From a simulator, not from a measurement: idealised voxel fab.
This is a process module. Its name is voxel released beams.
Pictured: cross-section cut, 295 nm wide, on a grid of 5 nm square cells.
We lay out every cross-section as a grid of square cells and spell it out in bands from the top down, where one band means one or more rows of cells. Read a band's entry like this: the first values are the height of its top and the height of its bottom in nm, and what follows is the sequence of materials from left to right, each with its width in nm. Note that "air" is empty space, and that a single material marked "edge to edge" reaches across the band from edge to edge. Measure heights from 0. That's the level where, below it, the as-received wafer is all one material. The lowest band is bottomless and extends downward; write it as in "0..down". So if you see something like "30..40" for the width, read it as the top row of the band sitting at the first number and the bottom row at the second, with every row in between moving by the same amount as the last. Where the words "no modification" appear for a step, the cross-section shows no cell changed by that step; every cell remained as before. What "Enclosed cavity list" gives you is every empty space of 8 cells or more that is cut off from the top. Each appears as width x height at distance, with the distance taken from the left edge and width, height and distance all in nm. On a step's line, text after the settings is the simulator commenting on that step. When a step includes a mask, the "overlay nm" setting on its line states how far to the right of its planned place that mask lay, and negative values state how far to the left.
### This section lists the process steps that were planned
| 1 | RECEIVE | material Si |
| 2 | CONFORMAL_DEP | material SiN | thk nm 5 |
| 3 | DIRECTIONAL_DEP | material SiO2 | thk nm 10 |
| 4 | MASKED_ETCH | tone open | mask id ANCHOR | width nm 45 | etch materials SiO2 | depth nm 10 | overlay nm 0 |
| 5 | CONFORMAL_DEP | material TiN | thk nm 15 |
| 6 | PATTERN | tone cover | mask id BEAM | material resist | width nm 105 | thk nm 15 | overlay nm -15 |
| 7 | DIRECTIONAL_ETCH | etch materials TiN | depth nm 15 |
| 8 | STRIP | etch materials resist |
| 9 | STRIP | etch materials SiO2 |
Across this set of wafers, the varied parameter is the overlay nm of step 6. Starting conditions are identical for every wafer, and the plan reports the value assigned to the first wafer.
### Cross-sectional view of the first of several wafers in the as-received condition, corresponding to the state following step 1
* 0..down = Si edge to edge
* Enclosed cavity list: none
### After the module's final step, step 9: the first of several wafers in cross-section
* 30..20 = 75 nm air, then 35 nm TiN, then 15 nm air, then 55 nm TiN, then 115 nm air
* 20..15 = 75 nm air, then 105 nm TiN, then 115 nm air
* 15..5 = 95 nm air, then 45 nm TiN, then 155 nm air
* 5..0 = SiN edge to edge
* 0..down = Si edge to edge
* Enclosed cavity list: none
### Final wafer of several, shown in cross-section at the end of the module
* 30..20 = 105 nm air, then 5 nm TiN, then 15 nm air, then 85 nm TiN, then 85 nm air
* 20..15 = 105 nm air, then 105 nm TiN, then 85 nm air
* 15..5 = 95 nm air, then 45 nm TiN, then 155 nm air
* 5..0 = SiN edge to edge
* 0..down = Si edge to edge
* Enclosed cavity list: none
### So in this table every wafer gets its own row, and what you see is where it stands at the end of the module: for each material, how many cells it picked up (+) or gave up (-) since we received it, and after that its closed voids
overlay nm -15 | +59 SiN | +75 TiN | Enclosed cavity list: none
overlay nm -10 | +59 SiN | +75 TiN | Enclosed cavity list: none
overlay nm -5 | +59 SiN | +75 TiN | Enclosed cavity list: none
overlay nm 0 | +59 SiN | +75 TiN | Enclosed cavity list: none
overlay nm 5 | +59 SiN | +75 TiN | Enclosed cavity list: none
overlay nm 10 | +59 SiN | +75 TiN | Enclosed cavity list: none
overlay nm 15 | +59 SiN | +75 TiN | Enclosed cavity list: none
